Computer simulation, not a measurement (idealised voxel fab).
Process module name: voxel double patterning
Each square cell in cross-section cut measures 5 nm, and the section as a whole is 290 nm wide.
Cross-sections here: square-cell grids, written as top-down lists of bands, a band being one or more rows of cells.
What a band's entry tells you: where the top is and where the bottom is, as heights in nm, and after that what lies inside, material by material from left to right, each with its width in nm. Empty space is written as the word "empty", and a single material marked with the word "full width" occupies the band from edge to edge.
Height reference: 0 = level under which incoming wafer is all one material. Lowest band: no bottom, runs on downward, e.g. "0 nm and below".
A width such as "30->40" changes by the same amount from each row of cells to the next, from the band's top row to its bottom row.
The designation "nothing was modified", where it is given for a processing step, indicates that no cell of the cross-section was altered in the course of that step.
Closed-off voids of 8+ cells (no open route to the top) go in "Unvented cavities", written width x height at distance from the left edge, in nm.
On a step's line, text after the settings is the simulator commenting on that step.
The optional step-line setting "overlay nm" applies to steps with a mask and quantifies how far to the right of its planned location the mask lay, a negative value indicating leftward placement.

HERE'S WHAT THE PLANNED PROCESS STEPS LOOK LIKE
1 RECEIVE, material Si
2 CONFORMAL_DEP, material SiO2, thk nm 5
3 DIRECTIONAL_DEP, material polySi, thk nm 5
4 DIRECTIONAL_DEP, material SiCN, thk nm 5
5 PATTERN, tone open, mask id FIRST, material resist, width nm 15, pitch nm 50, thk nm 20, overlay nm 0
6 DIRECTIONAL_ETCH, etch materials SiCN, depth nm 5
7 STRIP, etch materials resist
8 PATTERN, tone open, mask id SECOND, material resist, width nm 15, thk nm 15, overlay nm 0
9 DIRECTIONAL_ETCH, etch materials SiCN, depth nm 5
10 STRIP, etch materials resist
11 DIRECTIONAL_ETCH, etch materials polySi, depth nm 10
12 STRIP, etch materials SiCN
All wafers enter the flow in the same state. The thk nm at step 3 differs from wafer to wafer, and the plan gives the value for the first wafer.

AS-RECEIVED CROSS-SECTION, FIRST OF SEVERAL WAFERS, POST STEP 1
0 nm and below = Si full width
Unvented cavities: none

ONCE STEP 12, THE LAST STEP, IS COMPLETE, THE MODULE IS AT ITS END; THIS IS THE CROSS-SECTION OF THE FIRST OF SEVERAL WAFERS
10 nm to 5 nm = polySi 110  empty 15  polySi 10  empty 15  polySi 10  empty 15  polySi 115
5 nm to 0 nm = SiO2 full width
0 nm and below = Si full width
Unvented cavities: none

HERE'S THE LAST WAFER CROSS-SECTIONED AT THE END OF THE MODULE
30 nm to 20 nm = polySi 110  empty 15  polySi 10  empty 15  polySi 10  empty 15  polySi 115
20 nm to 5 nm = polySi full width
5 nm to 0 nm = SiO2 full width
0 nm and below = Si full width
Unvented cavities: none

EACH WAFER AT THE END: CELLS OF EACH MATERIAL GAINED (+) OR LOST (-) SINCE IT WAS RECEIVED, THEN ITS CLOSED VOIDS
thk nm 5; +58 SiO2; +49 polySi; Unvented cavities: none
thk nm 10; +58 SiO2; +98 polySi; Unvented cavities: none
thk nm 15; +58 SiO2; +156 polySi; Unvented cavities: none
thk nm 20; +58 SiO2; +214 polySi; Unvented cavities: none
thk nm 25; +58 SiO2; +272 polySi; Unvented cavities: none
